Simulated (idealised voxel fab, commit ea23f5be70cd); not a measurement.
Proc. module: voxel self aligned contacts
Square cells of 5 nm make up the cross-section cut, whose width is 175 nm.
Think of the cross-section as a grid of square cells. We describe it in bands, top to bottom, and each band covers one or more rows of those cells.
First you get the band's top height and its bottom height, in nm, and then the materials it's made of, left to right, with each width in nm. If you see a single material with "throughout", that one covers the band edge to edge. "air" is empty space.
Note: height 0 marks the level under which the wafer is uniformly one material as received. Lowest band unbounded below, written "z 0 and below".
Width "30->40": first value at the band's top row of cells, second value at its bottom row, equal change from row to row.
You'll sometimes find "identical to before" written for a step, and that's the way of saying that nowhere in the cross-section did a cell change during that step.
So "Tabulated closed voids" is basically the list of trapped voids: any empty space of 8 cells or more that can't reach the top through an opening. They're written width x height at distance, the distance being from the left edge, and it's all nm.
If you see something after the settings on a step's line, that's the simulator's own remark about that step.
"overlay nm" answers the question of how far to the right of plan the mask lay on a step that has a mask, and when it is negative the answer is to the left.

LIST OF PLANNED PROCESS STEPS
step 1: RECEIVE [material Si]
step 2: CONFORMAL_DEP [material SiO2] [thk nm 5]
step 3: DIRECTIONAL_DEP [material polySi] [thk nm 25]
step 4: DIRECTIONAL_DEP [material SiN] [thk nm 15]
step 5: DIRECTIONAL_DEP [material aC] [thk nm 10]
step 6: PATTERN [tone cover] [mask id GATE] [material resist] [width nm 30] [pitch nm 55] [thk nm 30] [overlay nm 0]
step 7: DIRECTIONAL_ETCH [etch materials aC] [depth nm 10]
step 8: STRIP [etch materials resist]
step 9: DIRECTIONAL_ETCH [etch materials SiN] [depth nm 15]
step 10: DIRECTIONAL_ETCH [etch materials polySi] [depth nm 25]
step 11: STRIP [etch materials aC]
step 12: CONFORMAL_DEP [material SiN] [thk nm 5]
step 13: DIRECTIONAL_ETCH [etch materials SiN] [depth nm 5]
step 14: FILL_DEP [material SiO2] [thk nm 20]
step 15: CMP [height nm 55]
step 16: MASKED_ETCH [tone open] [mask id CONTACT] [width nm 35] [etch materials SiO2] [depth nm 55] [overlay nm 0]
step 17: CONFORMAL_DEP [material TiN] [thk nm 5]
step 18: FILL_DEP [material Ru] [thk nm 5]
step 19: CMP [height nm 55]
step 20: CONFORMAL_DEP [material SiCN] [thk nm 5]

WAFER AS RECEIVED: CROSS-SECTION FOLLOWING STEP 1
  z 0 and below: Si throughout
  Tabulated closed voids: none

FIRST WAFER OF TWO, SECTIONED AT END OF MODULE; RUN WENT PER PLAN
  z 60 to 55: SiCN throughout
  z 55 to 45: 70 SiO2 / 5->15 TiN / 25->5 Ru / 5->15 TiN / 70 SiO2
  z 45 to 30: 40 SiO2 / 40 SiN / 5 TiN / 5 Ru / 5 TiN / 40 SiN / 40 SiO2
  z 30 to 5: 40 SiO2 / 5 SiN / 30 polySi / 5 SiN / 5 TiN / 5 Ru / 5 TiN / 5 SiN / 30 polySi / 5 SiN / 40 SiO2
  z 5 to 0: 80 SiO2 / 15 TiN / 80 SiO2
  z 0 and below: Si throughout
  Tabulated closed voids: none

CROSS-SECTIONAL VIEW OF THE SECOND OF TWO WAFERS UPON COMPLETION OF THE MODULE. THIS WAFER SHARED ITS STARTING CONDITION AND PROCESS PLAN WITH THE FIRST; ONE ERROR WAS MADE DURING ITS EXECUTION
  z 60 to 55: SiCN throughout
  z 55 to 45: 70 SiO2 / 5->15 TiN / 25->5 Ru / 5->15 TiN / 70 SiO2
  z 45 to 30: 40 SiO2 / 40 SiN / 5 TiN / 5 Ru / 5 TiN / 40 SiN / 40 SiO2
  z 30 to 10: 40 SiO2 / 5 SiN / 30 polySi / 5 SiN / 5 TiN / 5 Ru / 5 TiN / 5 SiN / 30 polySi / 5 SiN / 40 SiO2
  z 10 to 5: 40 SiO2 / 5 SiN / 30 polySi / 5 SiN / 15 TiN / 5 SiN / 30 polySi / 5 SiN / 40 SiO2
  z 5 to 0: SiN throughout
  z 0 and below: Si throughout
  Tabulated closed voids: none
Short version of what went wrong: step 2, actual vs plan mismatch, actual run CONFORMAL_DEP [material SiN] [thk nm 5]
Final cells, second wafer relative to first, materials higher or lower: Ru -1; SiN +35; SiO2 -32; TiN -2
